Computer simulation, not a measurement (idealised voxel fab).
process module | voxel plated lines
cross-section cut | 195 nm wide | cells 5 nm
A cross-section is a grid of square cells, given in bands from the top down. A band is one or more rows of cells.
Each band's line starts with the height of the band's top and of its bottom, in nm. Then come its materials from left to right, each with its width in nm. One material with "throughout" fills the band from edge to edge. "air" is empty space.
Height 0 is the level under which the wafer as received is all one material. The lowest band goes on downwards, as in "0 down".
A width such as "30 to 40" changes by the same amount from each row of cells to the next, from the band's top row to its bottom row.
"no change" after a step means that no cell of the cross-section changed.
closed voids: empty space of 8 cells or more with no open way to the top, each as width x height at its distance from the left edge, in nm
after a step's settings: what the simulator itself notes on the step
overlay nm, on a step with a mask: how far to the right of its planned place the mask lay; to the left if negative
plan
1 op RECEIVE | material Si
2 op CONFORMAL_DEP | material SiN | thk nm 10
3 op DIRECTIONAL_DEP | material TiN | thk nm 5
4 op PATTERN | tone open | mask id LINES | material resist | width nm 15 | pitch nm 35 | thk nm 35 | overlay nm 0
5 op EPI | material Ru | thk nm 10
6 op EPI | material Ru | thk nm 5
7 op EPI | material Ru | thk nm 10
8 op STRIP | etch materials resist
9 op DIRECTIONAL_ETCH | etch materials TiN | depth nm 5
10 op CONFORMAL_DEP | material SiCN | thk nm 5
as received, after step 1
  0 down: Si throughout
  closed voids: none
first wafer at the end, as planned
  45 to 40: air 65 | SiCN 25 | air 10 | SiCN 25 | air 70
  40 to 15: air 65 | SiCN 5 | Ru 15 | SiCN 5 | air 10 | SiCN 5 | Ru 15 | SiCN 5 | air 70
  15 to 10: SiCN 70 | TiN 15 | SiCN 20 | TiN 15 | SiCN 75
  10 to 0: SiN throughout
  0 down: Si throughout
  closed voids: none
second wafer at the end: like start, like plan, one mistake
  45 to 40: SiCN throughout
  40 to 15: Ru throughout
  15 to 10: TiN throughout
  10 to 0: SiN throughout
  0 down: Si throughout
  closed voids: none
what went wrong: step 4 was left out
at the end the second wafer has, in cells: 165 more of Ru | 24 fewer of SiCN | 33 more of TiN
